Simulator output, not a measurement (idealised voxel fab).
Title: Process Module voxel wiring stack
This is section cut - it's 240 nm across, gridded in 5 nm square cells.
Square cells in a grid make up a cross-section in this document, and the grid is given as bands, listed from the top down, each one or more rows of cells. Top, bottom (nm), then materials left to right with widths (nm); lone material tagged "throughout" fills the whole band edge to edge; "air" = empty space. Convention: height 0 is the level below which the wafer, as received, is all one material. The lowest band does not terminate at the bottom but continues downward, represented as "z 0 and below". Graded width ("30->40"): value in top row of band = first number; value in bottom row = second number; row-to-row change constant. Where a step carries "everything unchanged", the cross-section came out of it unchanged, cell for cell. Basically, "Entrapped voids" tells you about the enclosed voids: empty spaces with no open way to the top, 8 cells or bigger, each written width x height at distance, where distance is from the left edge, all in nm. Formally, on a step line, whatever follows the settings is a remark that the simulator itself makes on the step. On any step carrying a mask, the "overlay nm" setting, if present on the step's line, tells how far right of its planned place the mask lay; negative values point to the left.
# Here's what the planned process steps look like
1 RECEIVE [material Si]
2 CONFORMAL_DEP [material SiO2] [thk nm 15]
3 CONFORMAL_DEP [material SiN] [thk nm 5]
4 DIRECTIONAL_DEP [material lowk] [thk nm 20]
5 MASKED_ETCH [tone open] [mask id METAL_1] [width nm 30] [pitch nm 50] [etch materials lowk] [depth nm 20] [overlay nm 0]
6 MASKED_ETCH [tone open] [mask id METAL_1] [width nm 30] [pitch nm 50] [etch materials SiN] [depth nm 5] [overlay nm 0]
7 CONFORMAL_DEP [material TiN] [thk nm 5]
8 FILL_DEP [material Cu] [thk nm 5]
9 CMP [height nm 40]
10 CONFORMAL_DEP [material SiCN] [thk nm 5]
11 DIRECTIONAL_DEP [material SiO2] [thk nm 35]
12 DIRECTIONAL_DEP [material aC] [thk nm 15]
13 PATTERN [tone open] [mask id METAL_2] [material resist] [width nm 30] [pitch nm 50] [thk nm 35] [overlay nm 0]
14 DIRECTIONAL_ETCH [etch materials aC] [depth nm 15]
15 STRIP [etch materials resist]
16 DIRECTIONAL_ETCH [etch materials SiO2] [depth nm 20]
17 STRIP [etch materials aC]
18 MASKED_ETCH [tone open] [mask id METAL_2_HOLES] [width nm 15] [pitch nm 50] [etch materials SiO2] [depth nm 15] [overlay nm 0]
19 MASKED_ETCH [tone open] [mask id METAL_2_HOLES] [width nm 15] [pitch nm 50] [etch materials SiCN] [depth nm 5] [overlay nm 0]
20 CONFORMAL_DEP [material TiN] [thk nm 5]
21 FILL_DEP [material Cu] [thk nm 10]
22 CMP [height nm 80]
23 CONFORMAL_DEP [material SiCN] [thk nm 5]
24 DIRECTIONAL_DEP [material SiO2] [thk nm 30]
25 DIRECTIONAL_DEP [material aC] [thk nm 15]
26 PATTERN [tone open] [mask id METAL_3_HOLES] [material resist] [width nm 15] [thk nm 30] [overlay nm 0]
27 DIRECTIONAL_ETCH [etch materials aC] [depth nm 15]
28 STRIP [etch materials resist]
29 DIRECTIONAL_ETCH [etch materials SiO2] [depth nm 30]
30 STRIP [etch materials aC]
31 DIRECTIONAL_DEP [material aC] [thk nm 10]
32 PATTERN [tone open] [mask id METAL_3] [material resist] [width nm 30] [pitch nm 50] [thk nm 25] [overlay nm 0]
33 DIRECTIONAL_ETCH [etch materials aC] [depth nm 10]
34 STRIP [etch materials resist]
35 DIRECTIONAL_ETCH [etch materials SiO2] [depth nm 15]
36 DIRECTIONAL_ETCH [etch materials SiCN] [depth nm 5]
37 STRIP [etch materials aC]
38 CONFORMAL_DEP [material TiN] [thk nm 5]
39 FILL_DEP [material Cu] [thk nm 10]
40 CMP [height nm 115]
41 CONFORMAL_DEP [material SiCN] [thk nm 5]
# First of two wafers - as planned
# Cross-section of the wafer upon arrival, representing the state reached after step 1
	z 0 and below = Si throughout
	Entrapped voids: none
# The wafer, seen in cross-section, after step 2
	z 15 to 0 = SiO2 throughout
	All layers under 0 are left as they were.
# The wafer, seen in cross-section, after step 3
	z 20 to 15 = SiN throughout
	All layers under 15 are left as they were.
# The wafer, seen in cross-section, after step 4
	z 40 to 20 = lowk throughout
	All layers under 20 are left as they were.
# The wafer, seen in cross-section, after step 5
	z 40 to 20 = lowk (80); air (30); lowk (20); air (30); lowk (80)
	All layers under 20 are left as they were.
# The wafer, seen in cross-section, after step 6
	z 40 to 20 = lowk (80); air (30); lowk (20); air (30); lowk (80)
	z 20 to 15 = SiN (80); air (30); SiN (20); air (30); SiN (80)
	All layers under 15 are left as they were.
# The wafer, seen in cross-section, after step 7
	z 45 to 40 = TiN (85); air (20); TiN (30); air (20); TiN (85)
	z 40 to 20 = lowk (80); TiN (5); air (20); TiN (5); lowk (20); TiN (5); air (20); TiN (5); lowk (80)
	z 20 to 15 = SiN (80); TiN (30); SiN (20); TiN (30); SiN (80)
	All layers under 15 are left as they were.
# The wafer, seen in cross-section, after step 8
	z 50 to 45 = Cu throughout
	z 45 to 40 = TiN (85); Cu (20); TiN (30); Cu (20); TiN (85)
	z 40 to 20 = lowk (80); TiN (5); Cu (20); TiN (5); lowk (20); TiN (5); Cu (20); TiN (5); lowk (80)
	All layers under 20 are left as they were.
# The wafer, seen in cross-section, after step 9
	z 40 to 20 = lowk (80); TiN (5); Cu (20); TiN (5); lowk (20); TiN (5); Cu (20); TiN (5); lowk (80)
	All layers under 20 are left as they were.
# The wafer, seen in cross-section, after step 10
	z 45 to 40 = SiCN throughout
	All layers under 40 are left as they were.
# The wafer, seen in cross-section, after step 11
	z 80 to 45 = SiO2 throughout
	All layers under 45 are left as they were.
# The wafer, seen in cross-section, after step 12
	z 95 to 80 = aC throughout
	All layers under 80 are left as they were.
# The wafer, seen in cross-section, after step 13
	z 130 to 95 = resist (80); air (30); resist (20); air (30); resist (80)
	All layers under 95 are left as they were.
# The wafer, seen in cross-section, after step 14
	z 115 to 95 = resist (80); air (30); resist (20); air (30); resist (80)
	z 95 to 80 = aC (80); air (30); aC (20); air (30); aC (80)
	All layers under 80 are left as they were.
# The wafer, seen in cross-section, after step 15
	z 95 to 80 = aC (80); air (30); aC (20); air (30); aC (80)
	All layers under 80 are left as they were.
# The wafer, seen in cross-section, after step 16
	z 95 to 80 = aC (80); air (30); aC (20); air (30); aC (80)
	z 80 to 60 = SiO2 (80); air (30); SiO2 (20); air (30); SiO2 (80)
	All layers under 60 are left as they were.
# The wafer, seen in cross-section, after step 17
	z 80 to 60 = SiO2 (80); air (30); SiO2 (20); air (30); SiO2 (80)
	All layers under 60 are left as they were.
# The wafer, seen in cross-section, after step 18
	z 80 to 60 = SiO2 (80); air (30); SiO2 (20); air (30); SiO2 (80)
	z 60 to 45 = SiO2 (80); air (15); SiO2 (35); air (15); SiO2 (95)
	All layers under 45 are left as they were.
# The wafer, seen in cross-section, after step 19
	z 80 to 60 = SiO2 (80); air (30); SiO2 (20); air (30); SiO2 (80)
	z 60 to 45 = SiO2 (80); air (15); SiO2 (35); air (15); SiO2 (95)
	z 45 to 40 = SiCN (80); air (15); SiCN (35); air (15); SiCN (95)
	All layers under 40 are left as they were.
# The wafer, seen in cross-section, after step 20
	z 85 to 80 = TiN (85); air (20); TiN (30); air (20); TiN (85)
	z 80 to 65 = SiO2 (80); TiN (5); air (20); TiN (5); SiO2 (20); TiN (5); air (20); TiN (5); SiO2 (80)
	z 65 to 60 = SiO2 (80); TiN (5); air (5); TiN (20); SiO2 (20); TiN (5); air (5); TiN (20); SiO2 (80)
	z 60 to 45 = SiO2 (80); TiN (5); air (5); TiN (5); SiO2 (35); TiN (5); air (5); TiN (5); SiO2 (95)
	z 45 to 40 = SiCN (80); TiN (15); SiCN (35); TiN (15); SiCN (95)
	All layers under 40 are left as they were.
# The wafer, seen in cross-section, after step 21
	z 95 to 85 = Cu throughout
	z 85 to 80 = TiN (85); Cu (20); TiN (30); Cu (20); TiN (85)
	z 80 to 65 = SiO2 (80); TiN (5); Cu (20); TiN (5); SiO2 (20); TiN (5); Cu (20); TiN (5); SiO2 (80)
	z 65 to 60 = SiO2 (80); TiN (5); Cu (5); TiN (20); SiO2 (20); TiN (5); Cu (5); TiN (20); SiO2 (80)
	z 60 to 45 = SiO2 (80); TiN (5); Cu (5); TiN (5); SiO2 (35); TiN (5); Cu (5); TiN (5); SiO2 (95)
	All layers under 45 are left as they were.
# The wafer, seen in cross-section, after step 22
	z 80 to 65 = SiO2 (80); TiN (5); Cu (20); TiN (5); SiO2 (20); TiN (5); Cu (20); TiN (5); SiO2 (80)
	All layers under 65 are left as they were.
# The wafer, seen in cross-section, after step 23
	z 85 to 80 = SiCN throughout
	All layers under 80 are left as they were.
# The wafer, seen in cross-section, after step 24
	z 115 to 85 = SiO2 throughout
	All layers under 85 are left as they were.
# The wafer, seen in cross-section, after step 25
	z 130 to 115 = aC throughout
	All layers under 115 are left as they were.
# The wafer, seen in cross-section, after step 26
	z 160 to 130 = resist (80); air (15); resist (145)
	All layers under 130 are left as they were.
# The wafer, seen in cross-section, after step 27
	z 145 to 130 = resist (80); air (15); resist (145)
	z 130 to 115 = aC (80); air (15); aC (145)
	All layers under 115 are left as they were.
# The wafer, seen in cross-section, after step 28
	z 130 to 115 = aC (80); air (15); aC (145)
	All layers under 115 are left as they were.
# The wafer, seen in cross-section, after step 29
	z 130 to 115 = aC (80); air (15); aC (145)
	z 115 to 85 = SiO2 (80); air (15); SiO2 (145)
	All layers under 85 are left as they were.
# The wafer, seen in cross-section, after step 30
	z 115 to 85 = SiO2 (80); air (15); SiO2 (145)
	All layers under 85 are left as they were.
# The wafer, seen in cross-section, after step 31
	z 125 to 115 = aC (80); air (15); aC (145)
	z 115 to 95 = SiO2 (80); air (15); SiO2 (145)
	z 95 to 85 = SiO2 (80); aC (15); SiO2 (145)
	All layers under 85 are left as they were.
# The wafer, seen in cross-section, after step 32
	z 150 to 125 = resist (80); air (30); resist (20); air (30); resist (80)
	All layers under 125 are left as they were.
# The wafer, seen in cross-section, after step 33
	z 140 to 125 = resist (80); air (30); resist (20); air (30); resist (80)
	z 125 to 115 = aC (80); air (30); aC (20); air (30); aC (80)
	z 115 to 85 = SiO2 (80); air (15); SiO2 (145)
	All layers under 85 are left as they were.
# The wafer, seen in cross-section, after step 34
	z 125 to 115 = aC (80); air (30); aC (20); air (30); aC (80)
	All layers under 115 are left as they were.
# The wafer, seen in cross-section, after step 35
	z 125 to 115 = aC (80); air (30); aC (20); air (30); aC (80)
	z 115 to 100 = SiO2 (80); air (30); SiO2 (20); air (30); SiO2 (80)
	All layers under 100 are left as they were.
# The wafer, seen in cross-section, after step 36
	z 125 to 115 = aC (80); air (30); aC (20); air (30); aC (80)
	z 115 to 100 = SiO2 (80); air (30); SiO2 (20); air (30); SiO2 (80)
	z 100 to 85 = SiO2 (80); air (15); SiO2 (145)
	z 85 to 80 = SiCN (80); air (15); SiCN (145)
	All layers under 80 are left as they were.
# The wafer, seen in cross-section, after step 37
	z 115 to 100 = SiO2 (80); air (30); SiO2 (20); air (30); SiO2 (80)
	All layers under 100 are left as they were.
# The wafer, seen in cross-section, after step 38
	z 120 to 115 = TiN (85); air (20); TiN (30); air (20); TiN (85)
	z 115 to 105 = SiO2 (80); TiN (5); air (20); TiN (5); SiO2 (20); TiN (5); air (20); TiN (5); SiO2 (80)
	z 105 to 100 = SiO2 (80); TiN (5); air (5); TiN (20); SiO2 (20); TiN (30); SiO2 (80)
	z 100 to 85 = SiO2 (80); TiN (5); air (5); TiN (5); SiO2 (145)
	z 85 to 80 = SiCN (80); TiN (15); SiCN (145)
	All layers under 80 are left as they were.
# The wafer, seen in cross-section, after step 39
	z 130 to 120 = Cu throughout
	z 120 to 115 = TiN (85); Cu (20); TiN (30); Cu (20); TiN (85)
	z 115 to 105 = SiO2 (80); TiN (5); Cu (20); TiN (5); SiO2 (20); TiN (5); Cu (20); TiN (5); SiO2 (80)
	z 105 to 100 = SiO2 (80); TiN (5); Cu (5); TiN (20); SiO2 (20); TiN (30); SiO2 (80)
	z 100 to 85 = SiO2 (80); TiN (5); Cu (5); TiN (5); SiO2 (145)
	All layers under 85 are left as they were.
# The wafer, seen in cross-section, after step 40
	z 115 to 105 = SiO2 (80); TiN (5); Cu (20); TiN (5); SiO2 (20); TiN (5); Cu (20); TiN (5); SiO2 (80)
	All layers under 105 are left as they were.
# The wafer, seen in cross-section, after step 41
	z 120 to 115 = SiCN throughout
	All layers under 115 are left as they were.
# Now the other wafer: same start, same recipe, but we messed up one thing when running it. Up to and including step 6 it's the same as the first one
# Cross-section of the second wafer at the time by which step 7 should have been completed according to the plan
	z 45 to 40 = SiCN (85); air (20); SiCN (30); air (20); SiCN (85)
	z 40 to 20 = lowk (80); SiCN (5); air (20); SiCN (5); lowk (20); SiCN (5); air (20); SiCN (5); lowk (80)
	z 20 to 15 = SiN (80); SiCN (30); SiN (20); SiCN (30); SiN (80)
	All layers under 15 are left as they were.
# Cross-section of the second wafer at the time by which step 8 should have been completed according to the plan
	z 50 to 45 = Cu throughout
	z 45 to 40 = SiCN (85); Cu (20); SiCN (30); Cu (20); SiCN (85)
	z 40 to 20 = lowk (80); SiCN (5); Cu (20); SiCN (5); lowk (20); SiCN (5); Cu (20); SiCN (5); lowk (80)
	All layers under 20 are left as they were.
# Cross-section of the second wafer at the time by which step 9 should have been completed according to the plan
	z 40 to 20 = lowk (80); SiCN (5); Cu (20); SiCN (5); lowk (20); SiCN (5); Cu (20); SiCN (5); lowk (80)
	All layers under 20 are left as they were.
# Cross-section of the second wafer at the time by which step 10 should have been completed according to the plan
	z 45 to 40 = SiCN throughout
	All layers under 40 are left as they were.
# Cross-section of the second wafer at the time by which step 11 should have been completed according to the plan
	z 80 to 45 = SiO2 throughout
	All layers under 45 are left as they were.
# Cross-section of the second wafer at the time by which step 12 should have been completed according to the plan
	z 95 to 80 = aC throughout
	All layers under 80 are left as they were.
# Cross-section of the second wafer at the time by which step 13 should have been completed according to the plan
	z 130 to 95 = resist (80); air (30); resist (20); air (30); resist (80)
	All layers under 95 are left as they were.
# Cross-section of the second wafer at the time by which step 14 should have been completed according to the plan
	z 115 to 95 = resist (80); air (30); resist (20); air (30); resist (80)
	z 95 to 80 = aC (80); air (30); aC (20); air (30); aC (80)
	All layers under 80 are left as they were.
# Cross-section of the second wafer at the time by which step 15 should have been completed according to the plan
	z 95 to 80 = aC (80); air (30); aC (20); air (30); aC (80)
	All layers under 80 are left as they were.
# Cross-section of the second wafer at the time by which step 16 should have been completed according to the plan
	z 95 to 80 = aC (80); air (30); aC (20); air (30); aC (80)
	z 80 to 60 = SiO2 (80); air (30); SiO2 (20); air (30); SiO2 (80)
	All layers under 60 are left as they were.
# Cross-section of the second wafer at the time by which step 17 should have been completed according to the plan
	z 80 to 60 = SiO2 (80); air (30); SiO2 (20); air (30); SiO2 (80)
	All layers under 60 are left as they were.
# Cross-section of the second wafer at the time by which step 18 should have been completed according to the plan
	z 80 to 60 = SiO2 (80); air (30); SiO2 (20); air (30); SiO2 (80)
	z 60 to 45 = SiO2 (80); air (15); SiO2 (35); air (15); SiO2 (95)
	All layers under 45 are left as they were.
# Cross-section of the second wafer at the time by which step 19 should have been completed according to the plan
	z 80 to 60 = SiO2 (80); air (30); SiO2 (20); air (30); SiO2 (80)
	z 60 to 45 = SiO2 (80); air (15); SiO2 (35); air (15); SiO2 (95)
	z 45 to 40 = SiCN (80); air (15); SiCN (35); air (15); SiCN (95)
	All layers under 40 are left as they were.
# Cross-section of the second wafer at the time by which step 20 should have been completed according to the plan
	z 85 to 80 = TiN (85); air (20); TiN (30); air (20); TiN (85)
	z 80 to 65 = SiO2 (80); TiN (5); air (20); TiN (5); SiO2 (20); TiN (5); air (20); TiN (5); SiO2 (80)
	z 65 to 60 = SiO2 (80); TiN (5); air (5); TiN (20); SiO2 (20); TiN (5); air (5); TiN (20); SiO2 (80)
	z 60 to 45 = SiO2 (80); TiN (5); air (5); TiN (5); SiO2 (35); TiN (5); air (5); TiN (5); SiO2 (95)
	z 45 to 40 = SiCN (80); TiN (15); SiCN (35); TiN (15); SiCN (95)
	All layers under 40 are left as they were.
# Cross-section of the second wafer at the time by which step 21 should have been completed according to the plan
	z 95 to 85 = Cu throughout
	z 85 to 80 = TiN (85); Cu (20); TiN (30); Cu (20); TiN (85)
	z 80 to 65 = SiO2 (80); TiN (5); Cu (20); TiN (5); SiO2 (20); TiN (5); Cu (20); TiN (5); SiO2 (80)
	z 65 to 60 = SiO2 (80); TiN (5); Cu (5); TiN (20); SiO2 (20); TiN (5); Cu (5); TiN (20); SiO2 (80)
	z 60 to 45 = SiO2 (80); TiN (5); Cu (5); TiN (5); SiO2 (35); TiN (5); Cu (5); TiN (5); SiO2 (95)
	All layers under 45 are left as they were.
# Cross-section of the second wafer at the time by which step 22 should have been completed according to the plan
	z 80 to 65 = SiO2 (80); TiN (5); Cu (20); TiN (5); SiO2 (20); TiN (5); Cu (20); TiN (5); SiO2 (80)
	All layers under 65 are left as they were.
# Cross-section of the second wafer at the time by which step 23 should have been completed according to the plan
	z 85 to 80 = SiCN throughout
	All layers under 80 are left as they were.
# Cross-section of the second wafer at the time by which step 24 should have been completed according to the plan
	z 115 to 85 = SiO2 throughout
	All layers under 85 are left as they were.
# Cross-section of the second wafer at the time by which step 25 should have been completed according to the plan
	z 130 to 115 = aC throughout
	All layers under 115 are left as they were.
# Cross-section of the second wafer at the time by which step 26 should have been completed according to the plan
	z 160 to 130 = resist (80); air (15); resist (145)
	All layers under 130 are left as they were.
# Cross-section of the second wafer at the time by which step 27 should have been completed according to the plan
	z 145 to 130 = resist (80); air (15); resist (145)
	z 130 to 115 = aC (80); air (15); aC (145)
	All layers under 115 are left as they were.
# Cross-section of the second wafer at the time by which step 28 should have been completed according to the plan
	z 130 to 115 = aC (80); air (15); aC (145)
	All layers under 115 are left as they were.
# Cross-section of the second wafer at the time by which step 29 should have been completed according to the plan
	z 130 to 115 = aC (80); air (15); aC (145)
	z 115 to 85 = SiO2 (80); air (15); SiO2 (145)
	All layers under 85 are left as they were.
# Cross-section of the second wafer at the time by which step 30 should have been completed according to the plan
	z 115 to 85 = SiO2 (80); air (15); SiO2 (145)
	All layers under 85 are left as they were.
# Cross-section of the second wafer at the time by which step 31 should have been completed according to the plan
	z 125 to 115 = aC (80); air (15); aC (145)
	z 115 to 95 = SiO2 (80); air (15); SiO2 (145)
	z 95 to 85 = SiO2 (80); aC (15); SiO2 (145)
	All layers under 85 are left as they were.
# Cross-section of the second wafer at the time by which step 32 should have been completed according to the plan
	z 150 to 125 = resist (80); air (30); resist (20); air (30); resist (80)
	All layers under 125 are left as they were.
# Cross-section of the second wafer at the time by which step 33 should have been completed according to the plan
	z 140 to 125 = resist (80); air (30); resist (20); air (30); resist (80)
	z 125 to 115 = aC (80); air (30); aC (20); air (30); aC (80)
	z 115 to 85 = SiO2 (80); air (15); SiO2 (145)
	All layers under 85 are left as they were.
# Cross-section of the second wafer at the time by which step 34 should have been completed according to the plan
	z 125 to 115 = aC (80); air (30); aC (20); air (30); aC (80)
	All layers under 115 are left as they were.
# Cross-section of the second wafer at the time by which step 35 should have been completed according to the plan
	z 125 to 115 = aC (80); air (30); aC (20); air (30); aC (80)
	z 115 to 100 = SiO2 (80); air (30); SiO2 (20); air (30); SiO2 (80)
	All layers under 100 are left as they were.
# Cross-section of the second wafer at the time by which step 36 should have been completed according to the plan
	z 125 to 115 = aC (80); air (30); aC (20); air (30); aC (80)
	z 115 to 100 = SiO2 (80); air (30); SiO2 (20); air (30); SiO2 (80)
	z 100 to 85 = SiO2 (80); air (15); SiO2 (145)
	z 85 to 80 = SiCN (80); air (15); SiCN (145)
	All layers under 80 are left as they were.
# Cross-section of the second wafer at the time by which step 37 should have been completed according to the plan
	z 115 to 100 = SiO2 (80); air (30); SiO2 (20); air (30); SiO2 (80)
	All layers under 100 are left as they were.
# Cross-section of the second wafer at the time by which step 38 should have been completed according to the plan
	z 120 to 115 = TiN (85); air (20); TiN (30); air (20); TiN (85)
	z 115 to 105 = SiO2 (80); TiN (5); air (20); TiN (5); SiO2 (20); TiN (5); air (20); TiN (5); SiO2 (80)
	z 105 to 100 = SiO2 (80); TiN (5); air (5); TiN (20); SiO2 (20); TiN (30); SiO2 (80)
	z 100 to 85 = SiO2 (80); TiN (5); air (5); TiN (5); SiO2 (145)
	z 85 to 80 = SiCN (80); TiN (15); SiCN (145)
	All layers under 80 are left as they were.
# Cross-section of the second wafer at the time by which step 39 should have been completed according to the plan
	z 130 to 120 = Cu throughout
	z 120 to 115 = TiN (85); Cu (20); TiN (30); Cu (20); TiN (85)
	z 115 to 105 = SiO2 (80); TiN (5); Cu (20); TiN (5); SiO2 (20); TiN (5); Cu (20); TiN (5); SiO2 (80)
	z 105 to 100 = SiO2 (80); TiN (5); Cu (5); TiN (20); SiO2 (20); TiN (30); SiO2 (80)
	z 100 to 85 = SiO2 (80); TiN (5); Cu (5); TiN (5); SiO2 (145)
	All layers under 85 are left as they were.
# Cross-section of the second wafer at the time by which step 40 should have been completed according to the plan
	z 115 to 105 = SiO2 (80); TiN (5); Cu (20); TiN (5); SiO2 (20); TiN (5); Cu (20); TiN (5); SiO2 (80)
	All layers under 105 are left as they were.
# Cross-section of the second wafer at the time by which step 41 should have been completed according to the plan
	z 120 to 115 = SiCN throughout
	All layers under 115 are left as they were.
Nonconformance to the process plan: step 7 ran with different settings than intended, the actual operation and settings being CONFORMAL_DEP [material SiCN] [thk nm 5]
End of process, cell counts, second wafer against first, materials with more or fewer: +28 SiCN, -28 TiN
